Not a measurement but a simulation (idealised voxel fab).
Process module under the name voxel released beams
Each square cell in cross-section cut measures 5 nm, and the section as a whole is 255 nm wide.
Heads up, the way a cross-section reads in here is a grid of square cells, handed over as bands from the top down, with every band being one or more rows of cells. Within each band entry, the heights of the top and of the bottom of the band appear first, in that order and in nm; the materials of the band then follow from left to right, each with its corresponding width in nm. The designation "edge to edge" on a single material indicates that it fills the band from edge to edge; the designation "blank" indicates empty space. Counting heights begins at 0, where everything beneath is, in the wafer as received, one material. The lowest band has no bottom; it goes on downwards, as "0 nm and below" shows. Quick explanation for "30->40": the width changes in equal steps down the rows of cells, from the first number in the band's top row to the second number in its bottom row. Reading "everything unchanged" for a step: not a cell of the cross-section changed in it. "Voids, enclosed" means: voids of 8 cells or more that are shut off from the top with no open way through. Written width x height at distance, distance from the left edge, in nm. On a step's line, text after the settings is the simulator commenting on that step. "overlay nm", when on a step's line for a step with a mask, measures how far to the right of its planned place the mask lay; a negative measure means to the left.

-- So here's the lineup of process steps we planned
step 1: RECEIVE | material Si
step 2: CONFORMAL_DEP | material SiN | thk nm 10
step 3: DIRECTIONAL_DEP | material SiO2 | thk nm 15
step 4: DIRECTIONAL_DEP | material aC | thk nm 15
step 5: PATTERN | tone open | mask id ANCHOR | material resist | width nm 45 | thk nm 30 | overlay nm 0
step 6: DIRECTIONAL_ETCH | etch materials aC | depth nm 15
step 7: STRIP | etch materials resist
step 8: DIRECTIONAL_ETCH | etch materials SiO2 | depth nm 15
step 9: STRIP | etch materials aC
step 10: CONFORMAL_DEP | material TiN | thk nm 15
step 11: MASKED_ETCH | tone cover | mask id BEAM | width nm 95 | etch materials TiN | depth nm 15 | overlay nm 0
step 12: STRIP | etch materials SiO2

-- Of two wafers, the first: run according to plan

-- Step 1 complete: cross-section of the wafer as received
  0 nm and below | Si edge to edge
  Voids, enclosed: none

-- Cross-section: wafer state after step 2
  10 nm to 0 nm | SiN edge to edge
  Below 0 it's all the same as before, nothing changed down there.

-- Cross-section: wafer state after step 3
  25 nm to 10 nm | SiO2 edge to edge
  Below 10 it's all the same as before, nothing changed down there.

-- Cross-section: wafer state after step 4
  40 nm to 25 nm | aC edge to edge
  Below 25 it's all the same as before, nothing changed down there.

-- Cross-section: wafer state after step 5
  70 nm to 40 nm | 80 nm resist, 45 nm blank, 130 nm resist
  Below 40 it's all the same as before, nothing changed down there.

-- Cross-section: wafer state after step 6
  55 nm to 40 nm | 80 nm resist, 45 nm blank, 130 nm resist
  40 nm to 25 nm | 80 nm aC, 45 nm blank, 130 nm aC
  Below 25 it's all the same as before, nothing changed down there.

-- Cross-section: wafer state after step 7
  40 nm to 25 nm | 80 nm aC, 45 nm blank, 130 nm aC
  Below 25 it's all the same as before, nothing changed down there.

-- Cross-section: wafer state after step 8
  40 nm to 25 nm | 80 nm aC, 45 nm blank, 130 nm aC
  25 nm to 10 nm | 80 nm SiO2, 45 nm blank, 130 nm SiO2
  Below 10 it's all the same as before, nothing changed down there.

-- Cross-section: wafer state after step 9
  25 nm to 10 nm | 80 nm SiO2, 45 nm blank, 130 nm SiO2
  Below 10 it's all the same as before, nothing changed down there.

-- Cross-section: wafer state after step 10
  40 nm to 25 nm | 95 nm TiN, 15 nm blank, 145 nm TiN
  25 nm to 10 nm | 80 nm SiO2, 45 nm TiN, 130 nm SiO2
  Below 10 it's all the same as before, nothing changed down there.

-- Cross-section: wafer state after step 11
  40 nm to 25 nm | 75 nm blank, 20 nm TiN, 15 nm blank, 60 nm TiN, 85 nm blank
  Below 25 it's all the same as before, nothing changed down there.

-- Cross-section: wafer state after step 12
  40 nm to 25 nm | 75 nm blank, 20 nm TiN, 15 nm blank, 60 nm TiN, 85 nm blank
  25 nm to 10 nm | 80 nm blank, 45 nm TiN, 130 nm blank
  Below 10 it's all the same as before, nothing changed down there.

-- Regarding the second of the two wafers: it shared the first wafer's starting condition and process plan, yet one error occurred during its execution. Its history coincides with that of the first wafer up to and including step 2

-- Second wafer, cross-section, planned end of step 3
  20 nm to 10 nm | SiO2 edge to edge
  Below 10 it's all the same as before, nothing changed down there.

-- Second wafer, cross-section, planned end of step 4
  35 nm to 20 nm | aC edge to edge
  Below 20 it's all the same as before, nothing changed down there.

-- Second wafer, cross-section, planned end of step 5
  65 nm to 35 nm | 80 nm resist, 45 nm blank, 130 nm resist
  Below 35 it's all the same as before, nothing changed down there.

-- Second wafer, cross-section, planned end of step 6
  50 nm to 35 nm | 80 nm resist, 45 nm blank, 130 nm resist
  35 nm to 20 nm | 80 nm aC, 45 nm blank, 130 nm aC
  Below 20 it's all the same as before, nothing changed down there.

-- Second wafer, cross-section, planned end of step 7
  35 nm to 20 nm | 80 nm aC, 45 nm blank, 130 nm aC
  Below 20 it's all the same as before, nothing changed down there.

-- Second wafer, cross-section, planned end of step 8
  35 nm to 20 nm | 80 nm aC, 45 nm blank, 130 nm aC
  20 nm to 10 nm | 80 nm SiO2, 45 nm blank, 130 nm SiO2
  Below 10 it's all the same as before, nothing changed down there.

-- Second wafer, cross-section, planned end of step 9
  20 nm to 10 nm | 80 nm SiO2, 45 nm blank, 130 nm SiO2
  Below 10 it's all the same as before, nothing changed down there.

-- Second wafer, cross-section, planned end of step 10
  35 nm to 25 nm | 95 nm TiN, 15 nm blank, 145 nm TiN
  25 nm to 20 nm | TiN edge to edge
  20 nm to 10 nm | 80 nm SiO2, 45 nm TiN, 130 nm SiO2
  Below 10 it's all the same as before, nothing changed down there.

-- Second wafer, cross-section, planned end of step 11
  35 nm to 25 nm | 75 nm blank, 20 nm TiN, 15 nm blank, 60 nm TiN, 85 nm blank
  25 nm to 20 nm | 75 nm blank, 95 nm TiN, 85 nm blank
  Below 20 it's all the same as before, nothing changed down there.

-- Second wafer, cross-section, planned end of step 12
  35 nm to 25 nm | 75 nm blank, 20 nm TiN, 15 nm blank, 60 nm TiN, 85 nm blank
  25 nm to 20 nm | 75 nm blank, 95 nm TiN, 85 nm blank
  20 nm to 10 nm | 80 nm blank, 45 nm TiN, 130 nm blank
  Below 10 it's all the same as before, nothing changed down there.
Want to know what went wrong? not per plan at step 3, really ran DIRECTIONAL_DEP | material SiO2 | thk nm 10
Wafer comparison, final, in cells, second relative to first, materials more or fewer: 6 fewer of TiN
